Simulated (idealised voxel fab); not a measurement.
Name of the process module below: voxel released beams
Section shown: cut. Width: 195 nm. Cell size: 5 nm, square.
Each cross-section below is a grid of square cells, stated as bands in top-down order, with one or more rows of cells making up each band.
Quick guide to a band line: top height, bottom height (nm) up front; then every material left to right with its width in nm. Only one material and it's marked "edge to edge"? Then it fills the band edge to edge. And "blank" just means empty space.
Height reference: 0 = level under which incoming wafer is all one material. Lowest band: no bottom, runs on downward, e.g. "0 -> down".
A width such as "30->40" changes by the same amount from each row of cells to the next, from the band's top row to its bottom row.
For the purposes of this document, the phrase "remains unaltered" attached to a step denotes that no cell within the cross-section was modified by that step.
"Trapped void list" enumerates empty spaces isolated from the top, with no open way to it, that contain at least 8 cells, giving each as width x height at distance from the left edge, all three in nm.
Step line, after settings: the simulator's comment on this step.
The optional step-line setting "overlay nm" applies to steps with a mask and quantifies how far to the right of its planned location the mask lay, a negative value indicating leftward placement.

So here's the lineup of process steps we planned:
1: RECEIVE with material Si
2: CONFORMAL_DEP with material SiN, thk nm 10
3: DIRECTIONAL_DEP with material SiO2, thk nm 10
4: DIRECTIONAL_DEP with material aC, thk nm 10
5: PATTERN with tone open, mask id ANCHOR, material resist, width nm 45, thk nm 25, overlay nm 0
6: DIRECTIONAL_ETCH with etch materials aC, depth nm 10
7: STRIP with etch materials resist
8: DIRECTIONAL_ETCH with etch materials SiO2, depth nm 10
9: STRIP with etch materials aC
10: CONFORMAL_DEP with material polySi, thk nm 15
11: DIRECTIONAL_DEP with material aC, thk nm 15
12: PATTERN with tone cover, mask id BEAM, material resist, width nm 100, thk nm 30, overlay nm 0
13: DIRECTIONAL_ETCH with etch materials aC, depth nm 15
14: STRIP with etch materials resist
15: DIRECTIONAL_ETCH with etch materials polySi, depth nm 15
16: STRIP with etch materials aC
17: STRIP with etch materials SiO2

Here's what the wafer looked like in cross-section when it arrived - that's after step 1:
* 0 -> down | Si edge to edge
* Trapped void list: none

The module was run from the start shown above using the plan shown above, but one mistake was made doing it; the resulting wafer cross-section is below:
* 50 -> 35 | blank 45 | polySi 100 | blank 50
* 35 -> 20 | polySi edge to edge
* 20 -> 10 | SiO2 50 | polySi 45 | SiO2 100
* 10 -> 0 | SiN edge to edge
* 0 -> down | Si edge to edge
* Trapped void list: none
So what did we get wrong on this run? execution of plan step 10 occurred twice
